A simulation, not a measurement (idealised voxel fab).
You're looking at the process module voxel tone inversion.
Cross-section cut: width 255 nm, square cells of 5 nm.
Cross-section = grid of square cells, listed top down in bands; band = one or more rows.
Within each band entry, the heights of the top and of the bottom of the band appear first, in that order and in nm; the materials of the band then follow from left to right, each with its corresponding width in nm. The designation "edge to edge" on a single material indicates that it fills the band from edge to edge; the designation "blank" indicates empty space.
Measure heights from 0. That's the level where, below it, the as-received wafer is all one material. The lowest band is bottomless and extends downward; write it as in "top 0, no bottom".
When a width is written as two numbers, as in "30..40", the first number is the width in the top row of cells of the band and the second is the width in its bottom row, and the width changes by the same amount from each row to the next.
"nothing was modified" (step): cross-section cells unchanged, all of them.
You'll see "Closed internal cavities" listing empty spaces that have no way open to the top, as long as they're 8 cells or more; the notation is width x height at distance, where the distance is from the left edge, and all of it is in nm.
On each step's line, the part that comes after the settings is the simulator's own comment on the step.
You can add "overlay nm" to a step's line. For a step with a mask, it describes how far the mask lay to the right of its planned position, and a negative number describes a lay to the left.
**Here's what the planned process steps look like**
1: RECEIVE: material Si
2: CONFORMAL_DEP: material SiN, thk nm 5
3: DIRECTIONAL_DEP: material aC, thk nm 20
4: PATTERN: tone cover, mask id POSTS, material resist, width nm 20, pitch nm 35, thk nm 30, overlay nm 0
5: DIRECTIONAL_ETCH: etch materials aC, depth nm 20
6: STRIP: etch materials resist
7: FILL_DEP: material SiO2, thk nm 5
8: CMP: height nm 25
9: STRIP: etch materials aC
10: CONFORMAL_DEP: material TiN, thk nm 5
11: FILL_DEP: material W, thk nm 5
12: CMP: height nm 25
13: CONFORMAL_DEP: material SiN, thk nm 5
**Here's what the wafer looked like in cross-section when it arrived - that's after step 1**
	top 0, no bottom  Si edge to edge
	Closed internal cavities: none
**Run as planned - first of the two wafers cross-sectioned at the end of the module**
	top 30, bottom 25  SiN edge to edge
	top 25, bottom 10  SiO2 80; TiN 5; W 10; TiN 5; SiO2 15; TiN 5; W 10; TiN 5; SiO2 15; TiN 5; W 10; TiN 5; SiO2 85
	top 10, bottom 5  SiO2 80; TiN 20; SiO2 15; TiN 20; SiO2 15; TiN 20; SiO2 85
	top 5, bottom 0  SiN edge to edge
	top 0, no bottom  Si edge to edge
	Closed internal cavities: none
**Second wafer cross-section at end of module - shared start and plan with the first, one mistake in the run**
	top 30, bottom 25  SiN edge to edge
	top 25, bottom 10  SiO2 85; TiN 5; W 5; TiN 5; SiO2 20; TiN 5; W 5; TiN 5; SiO2 20; TiN 5; W 5; TiN 5; SiO2 85
	top 10, bottom 5  SiO2 85; TiN 15; SiO2 20; TiN 15; SiO2 20; TiN 15; SiO2 85
	top 5, bottom 0  SiN edge to edge
	top 0, no bottom  Si edge to edge
	Closed internal cavities: none
It is concluded that the wafer was processed incorrectly with respect to the plan, in that rather than as planned, step 4 actually ran as PATTERN: tone cover, mask id POSTS, material resist, width nm 15, pitch nm 35, thk nm 30, overlay nm 0
Final wafer comparison in cells, second versus first, more or fewer per material: 12 more of SiO2 | 3 fewer of TiN | 9 fewer of W
